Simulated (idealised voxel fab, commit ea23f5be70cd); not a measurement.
The following is a process module called voxel self aligned contacts.
Square cell edge 5 nm, section width 260 nm, ID cut.
When this document writes out a cross-section, it uses a grid of square cells and lists it as bands, beginning at the top and moving down, with a band standing for one or more rows of cells. Band entry format. Leading values: height of top, height of bottom, nm. Remainder: materials in left-to-right order, each with its width in nm. Special words: "all across" on a single material, which then fills the band edge to edge; "blank", empty space. Heights are reckoned from 0. Under this level, the received wafer is all of one material. The bottommost band is open-ended downward, for example "top 0, no bottom". Width: "30 to 40" (first number = top row, second number = bottom row, same change from row to row of cells). "remains unaltered", as given for a step, is the statement that not any cell of the cross-section underwent a change during that step. Heads up: "Completely enclosed voids" only lists the empty pockets with no open path to the top that are 8 cells or more, and it writes them as width x height at distance, distance from the left edge, in nm. If you see something after the settings on a step's line, that's the simulator's own remark about that step. overlay nm: for a step with a mask, the amount by which the mask lay right of where it was planned; a negative amount means left of it.

**Planned step list for the process**
- 1: RECEIVE [material Si]
- 2: OXIDIZE [depth nm 5]
- 3: DIRECTIONAL_DEP [material polySi] [thk nm 30]
- 4: DIRECTIONAL_DEP [material SiN] [thk nm 15]
- 5: MASKED_ETCH [tone cover] [mask id GATE] [width nm 35] [pitch nm 70] [etch materials SiN] [depth nm 15] [overlay nm 0]
- 6: MASKED_ETCH [tone cover] [mask id GATE] [width nm 35] [pitch nm 70] [etch materials polySi] [depth nm 30] [overlay nm 0]
- 7: CONFORMAL_DEP [material SiN] [thk nm 5]
- 8: DIRECTIONAL_ETCH [etch materials SiN] [depth nm 5]
- 9: FILL_DEP [material SiO2] [thk nm 15]
- 10: CMP [height nm 50]
- 11: PATTERN [tone open] [mask id CONTACT] [material resist] [width nm 45] [pitch nm 70] [thk nm 15] [overlay nm 0]
- 12: DIRECTIONAL_ETCH [etch materials SiO2] [depth nm 55]
- 13: STRIP [etch materials resist]
- 14: CONFORMAL_DEP [material TiN] [thk nm 5]
- 15: FILL_DEP [material Ru] [thk nm 10]
- 16: CMP [height nm 50]
- 17: CONFORMAL_DEP [material SiCN] [thk nm 5]

**Cross-sectional view of the wafer in its as-received condition, corresponding to the state after step 1**
top 0, no bottom | Si all across
Completely enclosed voids: none

**As-planned run: cross-section of the first of two wafers at end of module**
top 55, bottom 50 | SiCN all across
top 50, bottom 45 | SiO2 70 nm; TiN 15 nm; Ru 15 nm; TiN 15 nm; SiO2 25 nm; TiN 15 nm; Ru 15 nm; TiN 15 nm; SiO2 75 nm
top 45, bottom 30 | SiO2 35 nm; SiN 45 nm; TiN 5 nm; Ru 15 nm; TiN 5 nm; SiN 45 nm; TiN 5 nm; Ru 15 nm; TiN 5 nm; SiN 45 nm; SiO2 40 nm
top 30, bottom 0 | SiO2 35 nm; SiN 5 nm; polySi 35 nm; SiN 5 nm; TiN 5 nm; Ru 15 nm; TiN 5 nm; SiN 5 nm; polySi 35 nm; SiN 5 nm; TiN 5 nm; Ru 15 nm; TiN 5 nm; SiN 5 nm; polySi 35 nm; SiN 5 nm; SiO2 40 nm
top 0, bottom -5 | SiO2 80 nm; TiN 25 nm; SiO2 45 nm; TiN 25 nm; SiO2 85 nm
top -5, no bottom | Si all across
Completely enclosed voids: none

**Second wafer through the module, sectioned at the end: same beginning and same plan as the first wafer, with one mistake in carrying it out**
top 55, bottom 50 | SiCN all across
top 50, bottom 40 | SiO2 70 nm; TiN 5 to 10 nm; Ru 35 to 25 nm; TiN 5 to 10 nm; SiO2 25 nm; TiN 5 to 10 nm; Ru 35 to 25 nm; TiN 5 to 10 nm; SiO2 75 nm
top 40, bottom 30 | SiO2 40 nm; SiN 35 nm; TiN 5 nm; Ru 25 nm; TiN 5 nm; SiN 35 nm; TiN 5 nm; Ru 25 nm; TiN 5 nm; SiN 35 nm; SiO2 45 nm
top 30, bottom 0 | SiO2 40 nm; polySi 35 nm; TiN 5 nm; Ru 25 nm; TiN 5 nm; polySi 35 nm; TiN 5 nm; Ru 25 nm; TiN 5 nm; polySi 35 nm; SiO2 45 nm
top 0, bottom -5 | SiO2 75 nm; TiN 35 nm; SiO2 35 nm; TiN 35 nm; SiO2 80 nm
top -5, no bottom | Si all across
Completely enclosed voids: none
Diagnosis: it should be noted that step 7 of the plan was omitted and was not performed
Counted in cells at the end, the second wafer holds more or fewer of these materials than the first: Ru: 44 more | SiN: 75 fewer | SiO2: 31 more
